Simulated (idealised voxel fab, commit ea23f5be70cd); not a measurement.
process module | voxel released beams
cross-section cut | 195 nm wide | cells 5 nm
A cross-section is a grid of square cells, given in bands from the top down. A band is one or more rows of cells.
Each band's line starts with the height of the band's top and of its bottom, in nm. Then come its materials from left to right, each with its width in nm. One material with "throughout" fills the band from edge to edge. "air" is empty space.
Height 0 is the level under which the wafer as received is all one material. The lowest band goes on downwards, as in "0 down".
A width such as "30 to 40" changes by the same amount from each row of cells to the next, from the band's top row to its bottom row.
"no change" after a step means that no cell of the cross-section changed.
closed voids: empty space of 8 cells or more with no open way to the top, each as width x height at its distance from the left edge, in nm
after a step's settings: what the simulator itself notes on the step
overlay nm, on a step with a mask: how far to the right of its planned place the mask lay; to the left if negative
plan
1 op RECEIVE | material Si
2 op CONFORMAL_DEP | material SiN | thk nm 10
3 op DIRECTIONAL_DEP | material SiO2 | thk nm 10
4 op DIRECTIONAL_DEP | material aC | thk nm 10
5 op PATTERN | tone open | mask id ANCHOR | material resist | width nm 45 | thk nm 25 | overlay nm 0
6 op DIRECTIONAL_ETCH | etch materials aC | depth nm 10
7 op STRIP | etch materials resist
8 op DIRECTIONAL_ETCH | etch materials SiO2 | depth nm 10
9 op STRIP | etch materials aC
10 op CONFORMAL_DEP | material polySi | thk nm 15
11 op DIRECTIONAL_DEP | material aC | thk nm 15
12 op PATTERN | tone cover | mask id BEAM | material resist | width nm 100 | thk nm 30 | overlay nm 0
13 op DIRECTIONAL_ETCH | etch materials aC | depth nm 15
14 op STRIP | etch materials resist
15 op DIRECTIONAL_ETCH | etch materials polySi | depth nm 15
16 op STRIP | etch materials aC
17 op STRIP | etch materials SiO2
first wafer, as planned
as received, after step 1
  0 down: Si throughout
  closed voids: none
after step 2
  10 to 0: SiN throughout
  below 0: unchanged
after step 3
  20 to 10: SiO2 throughout
  below 10: unchanged
after step 4
  30 to 20: aC throughout
  below 20: unchanged
after step 5
  55 to 30: resist 50 | air 45 | resist 100
  below 30: unchanged
after step 6
  45 to 30: resist 50 | air 45 | resist 100
  30 to 20: aC 50 | air 45 | aC 100
  below 20: unchanged
after step 7
  30 to 20: aC 50 | air 45 | aC 100
  below 20: unchanged
after step 8
  30 to 20: aC 50 | air 45 | aC 100
  20 to 10: SiO2 50 | air 45 | SiO2 100
  below 10: unchanged
after step 9
  20 to 10: SiO2 50 | air 45 | SiO2 100
  below 10: unchanged
after step 10
  35 to 25: polySi 65 | air 15 | polySi 115
  25 to 20: polySi throughout
  20 to 10: SiO2 50 | polySi 45 | SiO2 100
  below 10: unchanged
after step 11
  50 to 40: aC 65 | air 15 | aC 115
  40 to 35: aC throughout
  35 to 25: polySi 65 | aC 15 | polySi 115
  below 25: unchanged
after step 12
  80 to 50: air 45 | resist 100 | air 50
  50 to 40: aC 65 | resist 15 | aC 115
  below 40: unchanged
after step 13
  65 to 50: air 45 | resist 100 | air 50
  50 to 40: air 45 | aC 20 | resist 15 | aC 65 | air 50
  40 to 35: air 45 | aC 100 | air 50
  below 35: unchanged
after step 14
  50 to 40: air 45 | aC 20 | air 15 | aC 65 | air 50
  below 40: unchanged
after step 15
  50 to 40: air 45 | aC 20 | air 15 | aC 65 | air 50
  40 to 35: air 45 | aC 100 | air 50
  35 to 25: air 45 | polySi 20 | aC 15 | polySi 65 | air 50
  25 to 20: air 45 | polySi 100 | air 50
  below 20: unchanged
after step 16
  35 to 25: air 45 | polySi 20 | air 15 | polySi 65 | air 50
  below 25: unchanged
after step 17
  35 to 25: air 45 | polySi 20 | air 15 | polySi 65 | air 50
  25 to 20: air 45 | polySi 100 | air 50
  20 to 10: air 50 | polySi 45 | air 100
  below 10: unchanged
second wafer: like start, like plan, one mistake. Through step 4 it matches the first wafer
when step 5 should have ended
  55 to 30: air 50 | resist 45 | air 100
  below 30: unchanged
when step 6 should have ended
  45 to 30: air 50 | resist 45 | air 100
  30 to 20: air 50 | aC 45 | air 100
  below 20: unchanged
when step 7 should have ended
  30 to 20: air 50 | aC 45 | air 100
  below 20: unchanged
when step 8 should have ended
  30 to 20: air 50 | aC 45 | air 100
  20 to 10: air 50 | SiO2 45 | air 100
  below 10: unchanged
when step 9 should have ended
  20 to 10: air 50 | SiO2 45 | air 100
  below 10: unchanged
when step 10 should have ended
  35 to 25: air 35 | polySi 75 | air 85
  25 to 20: polySi throughout
  20 to 10: polySi 50 | SiO2 45 | polySi 100
  below 10: unchanged
when step 11 should have ended
  50 to 40: air 35 | aC 75 | air 85
  40 to 35: aC throughout
  35 to 25: aC 35 | polySi 75 | aC 85
  below 25: unchanged
when step 12 should have ended
  80 to 50: air 45 | resist 100 | air 50
  50 to 40: air 35 | aC 75 | resist 35 | air 50
  below 40: unchanged
when step 13 should have ended
  65 to 50: air 45 | resist 100 | air 50
  50 to 40: air 45 | aC 65 | resist 35 | air 50
  40 to 35: air 45 | aC 100 | air 50
  35 to 25: air 35 | polySi 75 | aC 35 | air 50
  below 25: unchanged
when step 14 should have ended
  50 to 40: air 45 | aC 65 | air 85
  below 40: unchanged
when step 15 should have ended
  50 to 40: air 45 | aC 65 | air 85
  40 to 35: air 45 | aC 100 | air 50
  35 to 25: air 45 | polySi 65 | aC 35 | air 50
  25 to 20: air 45 | polySi 100 | air 50
  20 to 10: air 35 | polySi 15 | SiO2 45 | polySi 50 | air 50
  below 10: unchanged
when step 16 should have ended
  35 to 25: air 45 | polySi 65 | air 85
  below 25: unchanged
when step 17 should have ended: no change
what went wrong: step 5 ran as: op PATTERN | tone cover | mask id ANCHOR | material resist | width nm 45 | thk nm 25 | overlay nm 0
at the end the second wafer has, in cells: 18 more of SiO2
